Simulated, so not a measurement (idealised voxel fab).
Proc. module: voxel tone inversion
The cross-section on display is named cut; it measures 175 nm wide, and its cells are 5 nm squares.
We lay out every cross-section as a grid of square cells and spell it out in bands from the top down, where one band means one or more rows of cells.
Within each band entry, the heights of the top and of the bottom of the band appear first, in that order and in nm; the materials of the band then follow from left to right, each with its corresponding width in nm. The designation "throughout" on a single material indicates that it fills the band from edge to edge; the designation "air" indicates empty space.
Convention: height 0 is the level below which the wafer, as received, is all one material. The lowest band does not terminate at the bottom but continues downward, represented as "z 0 and below".
The two numbers in a width such as "30..40" mark its ends across the band: the first belongs to the top row of cells, the second to the bottom row, and from each row to the next the width moves by the same amount.
Where a step carries "no change occurred", the cross-section came out of it unchanged, cell for cell.
The entry titled "closed voids" provides the empty spaces that have no open way to the top, restricted to those of 8 cells or more. Each is presented as width x height at distance, the distance being measured from the left edge, with all three in nm.
Post-settings text on a step line: simulator's own remark regarding the step.
For masked steps, "overlay nm" on the step line gives how far right of plan the mask actually lay; a minus sign means it lay to the left.
Intended process steps:
step 1: RECEIVE, material Si
step 2: CONFORMAL_DEP, material SiCN, thk nm 5
step 3: DIRECTIONAL_DEP, material aC, thk nm 25
step 4: PATTERN, tone cover, mask id POSTS, material resist, width nm 20, pitch nm 40, thk nm 30, overlay nm 0
step 5: DIRECTIONAL_ETCH, etch materials aC, depth nm 25
step 6: STRIP, etch materials resist
step 7: FILL_DEP, material lowk, thk nm 5
step 8: CMP, height nm 30
step 9: STRIP, etch materials aC
First of two wafers, with the run carried out as planned:
Wafer at receipt (post step 1), cross-section:
- z 0 and below | Si throughout
- closed voids: none
After step 2:
- z 5 to 0 | SiCN throughout
- Everything below 0 is unchanged.
After step 3:
- z 30 to 5 | aC throughout
- Everything below 5 is unchanged.
After step 4:
- z 60 to 30 | air: 55  resist: 20  air: 20  resist: 20  air: 60
- Everything below 30 is unchanged.
After step 5:
- z 35 to 30 | air: 55  resist: 20  air: 20  resist: 20  air: 60
- z 30 to 5 | air: 55  aC: 20  air: 20  aC: 20  air: 60
- Everything below 5 is unchanged.
After step 6:
- z 30 to 5 | air: 55  aC: 20  air: 20  aC: 20  air: 60
- Everything below 5 is unchanged.
After step 7:
- z 35 to 30 | lowk throughout
- z 30 to 5 | lowk: 55  aC: 20  lowk: 20  aC: 20  lowk: 60
- Everything below 5 is unchanged.
After step 8:
- z 30 to 5 | lowk: 55  aC: 20  lowk: 20  aC: 20  lowk: 60
- Everything below 5 is unchanged.
After step 9:
- z 30 to 5 | lowk: 55  air: 20  lowk: 20  air: 20  lowk: 60
- Everything below 5 is unchanged.
The second wafer was prepared from the same starting point and under the same plan as the first; its processing contained one mistake, and it remains indistinguishable from the first wafer up to and including step 3:
Second wafer cross-section, taken as of the time the plan sets for step 4 to be done:
- z 60 to 30 | resist: 55  air: 20  resist: 20  air: 20  resist: 60
- Everything below 30 is unchanged.
Second wafer cross-section, taken as of the time the plan sets for step 5 to be done:
- z 35 to 30 | resist: 55  air: 20  resist: 20  air: 20  resist: 60
- z 30 to 5 | aC: 55  air: 20  aC: 20  air: 20  aC: 60
- Everything below 5 is unchanged.
Second wafer cross-section, taken as of the time the plan sets for step 6 to be done:
- z 30 to 5 | aC: 55  air: 20  aC: 20  air: 20  aC: 60
- Everything below 5 is unchanged.
Second wafer cross-section, taken as of the time the plan sets for step 7 to be done:
- z 35 to 30 | lowk throughout
- z 30 to 5 | aC: 55  lowk: 20  aC: 20  lowk: 20  aC: 60
- Everything below 5 is unchanged.
Second wafer cross-section, taken as of the time the plan sets for step 8 to be done:
- z 30 to 5 | aC: 55  lowk: 20  aC: 20  lowk: 20  aC: 60
- Everything below 5 is unchanged.
Second wafer cross-section, taken as of the time the plan sets for step 9 to be done:
- z 30 to 5 | air: 55  lowk: 20  air: 20  lowk: 20  air: 60
- Everything below 5 is unchanged.
Where did the run depart from the plan? step 4 ran with different settings than intended, the actual operation and settings being PATTERN, tone open, mask id POSTS, material resist, width nm 20, pitch nm 40, thk nm 30, overlay nm 0
Per the end-of-run cell counts, the second wafer holds more or fewer of some materials than the first: -95 lowk
